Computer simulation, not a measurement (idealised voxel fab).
The following is a process module called voxel trench capacitor.
Shown is cross-section cut, with a width of 290 nm and square cells of size 5 nm.
Notation: cross-section as square-cell grid; stated in bands, top first, going down; one or more cell rows per band. Heads up on the band format: heights come first, top then bottom, in nm. After that it's the materials left to right, each with its width in nm. A single material flagged "all across" fills the whole band edge to edge, and "blank" means there's empty space there. Below 0: as-received wafer, all one material; heights counted from there. Lowest band: no bottom, goes on down, written "z 0 and below". Note: "30..40" means the width goes from the first number (top row of the band) to the second number (bottom row) in equal steps per row of cells. "everything unchanged" after a step means that no cell of the cross-section changed. "Tabulated closed voids": empty spaces of 8 cells or more with no open way to the top, each given as width x height at distance, distance from the left edge, all in nm. Whatever follows a step's settings on its line is a remark the simulator itself makes about that step. The optional step-line setting "overlay nm" applies to steps with a mask and quantifies how far to the right of its planned location the mask lay, a negative value indicating leftward placement.

Process steps - plan:
1: op RECEIVE | material Si
2: op CONFORMAL_DEP | material SiN | thk nm 10
3: op PATTERN | tone open | mask id TRENCH | material resist | width nm 15 | pitch nm 35 | thk nm 15 | overlay nm 0
4: op DIRECTIONAL_ETCH | etch materials SiN | depth nm 10
5: op DIRECTIONAL_ETCH | etch materials Si | depth nm 25
6: op STRIP | etch materials resist
7: op CONFORMAL_DEP | material Al2O3 | thk nm 5
8: op FILL_DEP | material polySi | thk nm 10
9: op CMP | height nm 10

First out of two wafers; run went to plan:

Here's what the wafer looked like in cross-section when it arrived - that's after step 1:
	z 0 and below = Si all across
	Tabulated closed voids: none

After step 2: wafer cross-section:
	z 10 to 0 = SiN all across
	For the remainder of the cross-section, below 0, there is no change.

After step 3: wafer cross-section:
	z 25 to 10 = resist: 100, blank: 15, resist: 20, blank: 15, resist: 20, blank: 15, resist: 105
	For the remainder of the cross-section, below 10, there is no change.

After step 4: wafer cross-section:
	z 25 to 10 = resist: 100, blank: 15, resist: 20, blank: 15, resist: 20, blank: 15, resist: 105
	z 10 to 0 = SiN: 100, blank: 15, SiN: 20, blank: 15, SiN: 20, blank: 15, SiN: 105
	For the remainder of the cross-section, below 0, there is no change.

After step 5: wafer cross-section:
	z 25 to 10 = resist: 100, blank: 15, resist: 20, blank: 15, resist: 20, blank: 15, resist: 105
	z 10 to 0 = SiN: 100, blank: 15, SiN: 20, blank: 15, SiN: 20, blank: 15, SiN: 105
	z 0 to -25 = Si: 100, blank: 15, Si: 20, blank: 15, Si: 20, blank: 15, Si: 105
	For the remainder of the cross-section, below -25, there is no change.

After step 6: wafer cross-section:
	z 10 to 0 = SiN: 100, blank: 15, SiN: 20, blank: 15, SiN: 20, blank: 15, SiN: 105
	For the remainder of the cross-section, below 0, there is no change.

After step 7: wafer cross-section:
	z 15 to 10 = Al2O3: 105, blank: 5, Al2O3: 30, blank: 5, Al2O3: 30, blank: 5, Al2O3: 110
	z 10 to 0 = SiN: 100, Al2O3: 5, blank: 5, Al2O3: 5, SiN: 20, Al2O3: 5, blank: 5, Al2O3: 5, SiN: 20, Al2O3: 5, blank: 5, Al2O3: 5, SiN: 105
	z 0 to -20 = Si: 100, Al2O3: 5, blank: 5, Al2O3: 5, Si: 20, Al2O3: 5, blank: 5, Al2O3: 5, Si: 20, Al2O3: 5, blank: 5, Al2O3: 5, Si: 105
	z -20 to -25 = Si: 100, Al2O3: 15, Si: 20, Al2O3: 15, Si: 20, Al2O3: 15, Si: 105
	For the remainder of the cross-section, below -25, there is no change.

After step 8: wafer cross-section:
	z 25 to 15 = polySi all across
	z 15 to 10 = Al2O3: 105, polySi: 5, Al2O3: 30, polySi: 5, Al2O3: 30, polySi: 5, Al2O3: 110
	z 10 to 0 = SiN: 100, Al2O3: 5, polySi: 5, Al2O3: 5, SiN: 20, Al2O3: 5, polySi: 5, Al2O3: 5, SiN: 20, Al2O3: 5, polySi: 5, Al2O3: 5, SiN: 105
	z 0 to -20 = Si: 100, Al2O3: 5, polySi: 5, Al2O3: 5, Si: 20, Al2O3: 5, polySi: 5, Al2O3: 5, Si: 20, Al2O3: 5, polySi: 5, Al2O3: 5, Si: 105
	For the remainder of the cross-section, below -20, there is no change.

After step 9: wafer cross-section:
	z 10 to 0 = SiN: 100, Al2O3: 5, polySi: 5, Al2O3: 5, SiN: 20, Al2O3: 5, polySi: 5, Al2O3: 5, SiN: 20, Al2O3: 5, polySi: 5, Al2O3: 5, SiN: 105
	For the remainder of the cross-section, below 0, there is no change.

The second wafer was prepared from the same starting point and under the same plan as the first; its processing contained one mistake, and it remains indistinguishable from the first wafer up to and including step 8:

The second wafer in cross-section, at the planned close of step 9: everything unchanged
Misprocessing identified: yeah, step 9 of the plan got skipped, never ran
Final difference in cells, second wafer against first, listed per material as more or fewer: Al2O3 +55, polySi +119
